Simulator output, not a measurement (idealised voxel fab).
process module | voxel self aligned vias
Section cut is 235 nm wide and gridded with 5 nm square cells.
A cross-section in this document is a grid of square cells, and it is written down as bands, the top band listed before the ones below it; a band is made up of one or more rows of cells. What a band's entry tells you: where the top is and where the bottom is, as heights in nm, and after that what lies inside, material by material from left to right, each with its width in nm. Empty space is written as the word "blank", and a single material marked with the word "full width" occupies the band from edge to edge. Heights are reckoned from 0. Under this level, the received wafer is all of one material. The bottommost band is open-ended downward, for example "from 0 down". Per-row width for "30..40": begins at first number (top row of band), ends at second number (bottom row), increment between rows held constant. "no alteration", as given for a step, is the statement that not any cell of the cross-section underwent a change during that step. Any empty space of 8 cells or more lacking an open way to the top shows up in "Enclosed internal cavities" as width x height at distance, distance from the left edge, in nm. On each step's line, the part that comes after the settings is the simulator's own comment on the step. You can add "overlay nm" to a step's line. For a step with a mask, it describes how far the mask lay to the right of its planned position, and a negative number describes a lay to the left.

[Planned process steps]
1 RECEIVE | material Si
2 CONFORMAL_DEP | material SiO2 | thk nm 15
3 CONFORMAL_DEP | material SiCN | thk nm 5
4 DIRECTIONAL_DEP | material SiO2 | thk nm 30
5 MASKED_ETCH | tone open | mask id LINES | width nm 30 | pitch nm 65 | etch materials SiO2 | depth nm 30 | overlay nm 0
6 CONFORMAL_DEP | material TiN | thk nm 5
7 FILL_DEP | material Ru | thk nm 10
8 CMP | height nm 50
9 SELECTIVE_ETCH | etch materials W Ru TiN | depth nm 5
10 FILL_DEP | material SiN | thk nm 5
11 CMP | height nm 50
12 DIRECTIONAL_DEP | material SiO2 | thk nm 20
13 DIRECTIONAL_DEP | material aC | thk nm 10
14 PATTERN | tone open | mask id VIAS | material resist | width nm 40 | pitch nm 65 | thk nm 25 | overlay nm 0
15 DIRECTIONAL_ETCH | etch materials aC | depth nm 10
16 STRIP | etch materials resist
17 DIRECTIONAL_ETCH | etch materials SiO2 | depth nm 20
18 DIRECTIONAL_ETCH | etch materials SiN | depth nm 5
19 STRIP | etch materials aC
20 CONFORMAL_DEP | material TiN | thk nm 5
21 FILL_DEP | material W | thk nm 5
22 CMP | height nm 70
23 CONFORMAL_DEP | material SiN | thk nm 5

[First wafer of two (run as planned)]

[Wafer as received: cross-section following step 1]
    from 0 down = Si full width
    Enclosed internal cavities: none

[Cross-section of the wafer after step 2]
    from 15 to 0 = SiO2 full width
    All layers under 0 are left as they were.

[Cross-section of the wafer after step 3]
    from 20 to 15 = SiCN full width
    All layers under 15 are left as they were.

[Cross-section of the wafer after step 4]
    from 50 to 20 = SiO2 full width
    All layers under 20 are left as they were.

[Cross-section of the wafer after step 5]
    from 50 to 20 = 70 of SiO2, then 30 of blank, then 35 of SiO2, then 30 of blank, then 70 of SiO2
    All layers under 20 are left as they were.

[Cross-section of the wafer after step 6]
    from 55 to 50 = 75 of TiN, then 20 of blank, then 45 of TiN, then 20 of blank, then 75 of TiN
    from 50 to 25 = 70 of SiO2, then 5 of TiN, then 20 of blank, then 5 of TiN, then 35 of SiO2, then 5 of TiN, then 20 of blank, then 5 of TiN, then 70 of SiO2
    from 25 to 20 = 70 of SiO2, then 30 of TiN, then 35 of SiO2, then 30 of TiN, then 70 of SiO2
    All layers under 20 are left as they were.

[Cross-section of the wafer after step 7]
    from 65 to 55 = Ru full width
    from 55 to 50 = 75 of TiN, then 20 of Ru, then 45 of TiN, then 20 of Ru, then 75 of TiN
    from 50 to 25 = 70 of SiO2, then 5 of TiN, then 20 of Ru, then 5 of TiN, then 35 of SiO2, then 5 of TiN, then 20 of Ru, then 5 of TiN, then 70 of SiO2
    All layers under 25 are left as they were.

[Cross-section of the wafer after step 8]
    from 50 to 25 = 70 of SiO2, then 5 of TiN, then 20 of Ru, then 5 of TiN, then 35 of SiO2, then 5 of TiN, then 20 of Ru, then 5 of TiN, then 70 of SiO2
    All layers under 25 are left as they were.

[Cross-section of the wafer after step 9]
    from 50 to 45 = 70 of SiO2, then 30 of blank, then 35 of SiO2, then 30 of blank, then 70 of SiO2
    All layers under 45 are left as they were.

[Cross-section of the wafer after step 10]
    from 55 to 50 = SiN full width
    from 50 to 45 = 70 of SiO2, then 30 of SiN, then 35 of SiO2, then 30 of SiN, then 70 of SiO2
    All layers under 45 are left as they were.

[Cross-section of the wafer after step 11]
    from 50 to 45 = 70 of SiO2, then 30 of SiN, then 35 of SiO2, then 30 of SiN, then 70 of SiO2
    All layers under 45 are left as they were.

[Cross-section of the wafer after step 12]
    from 70 to 50 = SiO2 full width
    All layers under 50 are left as they were.

[Cross-section of the wafer after step 13]
    from 80 to 70 = aC full width
    All layers under 70 are left as they were.

[Cross-section of the wafer after step 14]
    from 105 to 80 = 65 of resist, then 40 of blank, then 25 of resist, then 40 of blank, then 65 of resist
    All layers under 80 are left as they were.

[Cross-section of the wafer after step 15]
    from 95 to 80 = 65 of resist, then 40 of blank, then 25 of resist, then 40 of blank, then 65 of resist
    from 80 to 70 = 65 of aC, then 40 of blank, then 25 of aC, then 40 of blank, then 65 of aC
    All layers under 70 are left as they were.

[Cross-section of the wafer after step 16]
    from 80 to 70 = 65 of aC, then 40 of blank, then 25 of aC, then 40 of blank, then 65 of aC
    All layers under 70 are left as they were.

[Cross-section of the wafer after step 17]
    from 80 to 70 = 65 of aC, then 40 of blank, then 25 of aC, then 40 of blank, then 65 of aC
    from 70 to 50 = 65 of SiO2, then 40 of blank, then 25 of SiO2, then 40 of blank, then 65 of SiO2
    All layers under 50 are left as they were.

[Cross-section of the wafer after step 18]
    from 80 to 70 = 65 of aC, then 40 of blank, then 25 of aC, then 40 of blank, then 65 of aC
    from 70 to 50 = 65 of SiO2, then 40 of blank, then 25 of SiO2, then 40 of blank, then 65 of SiO2
    from 50 to 45 = 70 of SiO2, then 30 of blank, then 35 of SiO2, then 30 of blank, then 70 of SiO2
    All layers under 45 are left as they were.

[Cross-section of the wafer after step 19]
    from 70 to 50 = 65 of SiO2, then 40 of blank, then 25 of SiO2, then 40 of blank, then 65 of SiO2
    All layers under 50 are left as they were.

[Cross-section of the wafer after step 20]
    from 75 to 70 = 70 of TiN, then 30 of blank, then 35 of TiN, then 30 of blank, then 70 of TiN
    from 70 to 55 = 65 of SiO2, then 5 of TiN, then 30 of blank, then 5 of TiN, then 25 of SiO2, then 5 of TiN, then 30 of blank, then 5 of TiN, then 65 of SiO2
    from 55 to 50 = 65 of SiO2, then 10 of TiN, then 20 of blank, then 10 of TiN, then 25 of SiO2, then 10 of TiN, then 20 of blank, then 10 of TiN, then 65 of SiO2
    from 50 to 45 = 70 of SiO2, then 30 of TiN, then 35 of SiO2, then 30 of TiN, then 70 of SiO2
    All layers under 45 are left as they were.

[Cross-section of the wafer after step 21]
    from 80 to 75 = W full width
    from 75 to 70 = 70 of TiN, then 30 of W, then 35 of TiN, then 30 of W, then 70 of TiN
    from 70 to 55 = 65 of SiO2, then 5 of TiN, then 30 of W, then 5 of TiN, then 25 of SiO2, then 5 of TiN, then 30 of W, then 5 of TiN, then 65 of SiO2
    from 55 to 50 = 65 of SiO2, then 10 of TiN, then 20 of W, then 10 of TiN, then 25 of SiO2, then 10 of TiN, then 20 of W, then 10 of TiN, then 65 of SiO2
    All layers under 50 are left as they were.

[Cross-section of the wafer after step 22]
    from 70 to 55 = 65 of SiO2, then 5 of TiN, then 30 of W, then 5 of TiN, then 25 of SiO2, then 5 of TiN, then 30 of W, then 5 of TiN, then 65 of SiO2
    All layers under 55 are left as they were.

[Cross-section of the wafer after step 23]
    from 75 to 70 = SiN full width
    All layers under 70 are left as they were.

[The second wafer was prepared from the same starting point and under the same plan as the first; its processing contained one mistake, and it remains indistinguishable from the first wafer up to and including step 1]

[Cross-section of the second wafer corresponding to the planned conclusion of step 2]
    from 5 to 0 = SiCN full width
    All layers under 0 are left as they were.

[Cross-section of the second wafer corresponding to the planned conclusion of step 3]
    from 20 to 5 = SiO2 full width
    All layers under 5 are left as they were.

[Cross-section of the second wafer corresponding to the planned conclusion of step 4]
    from 50 to 5 = SiO2 full width
    All layers under 5 are left as they were.

[Cross-section of the second wafer corresponding to the planned conclusion of step 5]
    from 50 to 20 = 70 of SiO2, then 30 of blank, then 35 of SiO2, then 30 of blank, then 70 of SiO2
    All layers under 20 are left as they were.

[Cross-section of the second wafer corresponding to the planned conclusion of step 6]
    from 55 to 50 = 75 of TiN, then 20 of blank, then 45 of TiN, then 20 of blank, then 75 of TiN
    from 50 to 25 = 70 of SiO2, then 5 of TiN, then 20 of blank, then 5 of TiN, then 35 of SiO2, then 5 of TiN, then 20 of blank, then 5 of TiN, then 70 of SiO2
    from 25 to 20 = 70 of SiO2, then 30 of TiN, then 35 of SiO2, then 30 of TiN, then 70 of SiO2
    All layers under 20 are left as they were.

[Cross-section of the second wafer corresponding to the planned conclusion of step 7]
    from 65 to 55 = Ru full width
    from 55 to 50 = 75 of TiN, then 20 of Ru, then 45 of TiN, then 20 of Ru, then 75 of TiN
    from 50 to 25 = 70 of SiO2, then 5 of TiN, then 20 of Ru, then 5 of TiN, then 35 of SiO2, then 5 of TiN, then 20 of Ru, then 5 of TiN, then 70 of SiO2
    All layers under 25 are left as they were.

[Cross-section of the second wafer corresponding to the planned conclusion of step 8]
    from 50 to 25 = 70 of SiO2, then 5 of TiN, then 20 of Ru, then 5 of TiN, then 35 of SiO2, then 5 of TiN, then 20 of Ru, then 5 of TiN, then 70 of SiO2
    All layers under 25 are left as they were.

[Cross-section of the second wafer corresponding to the planned conclusion of step 9]
    from 50 to 45 = 70 of SiO2, then 30 of blank, then 35 of SiO2, then 30 of blank, then 70 of SiO2
    All layers under 45 are left as they were.

[Cross-section of the second wafer corresponding to the planned conclusion of step 10]
    from 55 to 50 = SiN full width
    from 50 to 45 = 70 of SiO2, then 30 of SiN, then 35 of SiO2, then 30 of SiN, then 70 of SiO2
    All layers under 45 are left as they were.

[Cross-section of the second wafer corresponding to the planned conclusion of step 11]
    from 50 to 45 = 70 of SiO2, then 30 of SiN, then 35 of SiO2, then 30 of SiN, then 70 of SiO2
    All layers under 45 are left as they were.

[Cross-section of the second wafer corresponding to the planned conclusion of step 12]
    from 70 to 50 = SiO2 full width
    All layers under 50 are left as they were.

[Cross-section of the second wafer corresponding to the planned conclusion of step 13]
    from 80 to 70 = aC full width
    All layers under 70 are left as they were.

[Cross-section of the second wafer corresponding to the planned conclusion of step 14]
    from 105 to 80 = 65 of resist, then 40 of blank, then 25 of resist, then 40 of blank, then 65 of resist
    All layers under 80 are left as they were.

[Cross-section of the second wafer corresponding to the planned conclusion of step 15]
    from 95 to 80 = 65 of resist, then 40 of blank, then 25 of resist, then 40 of blank, then 65 of resist
    from 80 to 70 = 65 of aC, then 40 of blank, then 25 of aC, then 40 of blank, then 65 of aC
    All layers under 70 are left as they were.

[Cross-section of the second wafer corresponding to the planned conclusion of step 16]
    from 80 to 70 = 65 of aC, then 40 of blank, then 25 of aC, then 40 of blank, then 65 of aC
    All layers under 70 are left as they were.

[Cross-section of the second wafer corresponding to the planned conclusion of step 17]
    from 80 to 70 = 65 of aC, then 40 of blank, then 25 of aC, then 40 of blank, then 65 of aC
    from 70 to 50 = 65 of SiO2, then 40 of blank, then 25 of SiO2, then 40 of blank, then 65 of SiO2
    All layers under 50 are left as they were.

[Cross-section of the second wafer corresponding to the planned conclusion of step 18]
    from 80 to 70 = 65 of aC, then 40 of blank, then 25 of aC, then 40 of blank, then 65 of aC
    from 70 to 50 = 65 of SiO2, then 40 of blank, then 25 of SiO2, then 40 of blank, then 65 of SiO2
    from 50 to 45 = 70 of SiO2, then 30 of blank, then 35 of SiO2, then 30 of blank, then 70 of SiO2
    All layers under 45 are left as they were.

[Cross-section of the second wafer corresponding to the planned conclusion of step 19]
    from 70 to 50 = 65 of SiO2, then 40 of blank, then 25 of SiO2, then 40 of blank, then 65 of SiO2
    All layers under 50 are left as they were.

[Cross-section of the second wafer corresponding to the planned conclusion of step 20]
    from 75 to 70 = 70 of TiN, then 30 of blank, then 35 of TiN, then 30 of blank, then 70 of TiN
    from 70 to 55 = 65 of SiO2, then 5 of TiN, then 30 of blank, then 5 of TiN, then 25 of SiO2, then 5 of TiN, then 30 of blank, then 5 of TiN, then 65 of SiO2
    from 55 to 50 = 65 of SiO2, then 10 of TiN, then 20 of blank, then 10 of TiN, then 25 of SiO2, then 10 of TiN, then 20 of blank, then 10 of TiN, then 65 of SiO2
    from 50 to 45 = 70 of SiO2, then 30 of TiN, then 35 of SiO2, then 30 of TiN, then 70 of SiO2
    All layers under 45 are left as they were.

[Cross-section of the second wafer corresponding to the planned conclusion of step 21]
    from 80 to 75 = W full width
    from 75 to 70 = 70 of TiN, then 30 of W, then 35 of TiN, then 30 of W, then 70 of TiN
    from 70 to 55 = 65 of SiO2, then 5 of TiN, then 30 of W, then 5 of TiN, then 25 of SiO2, then 5 of TiN, then 30 of W, then 5 of TiN, then 65 of SiO2
    from 55 to 50 = 65 of SiO2, then 10 of TiN, then 20 of W, then 10 of TiN, then 25 of SiO2, then 10 of TiN, then 20 of W, then 10 of TiN, then 65 of SiO2
    All layers under 50 are left as they were.

[Cross-section of the second wafer corresponding to the planned conclusion of step 22]
    from 70 to 55 = 65 of SiO2, then 5 of TiN, then 30 of W, then 5 of TiN, then 25 of SiO2, then 5 of TiN, then 30 of W, then 5 of TiN, then 65 of SiO2
    All layers under 55 are left as they were.

[Cross-section of the second wafer corresponding to the planned conclusion of step 23]
    from 75 to 70 = SiN full width
    All layers under 70 are left as they were.
Processing error: steps 2 and 3 traded places in the executed sequence
At the end, each material covers as many cells on the second wafer as it does on the first, though the cells it covers are elsewhere.
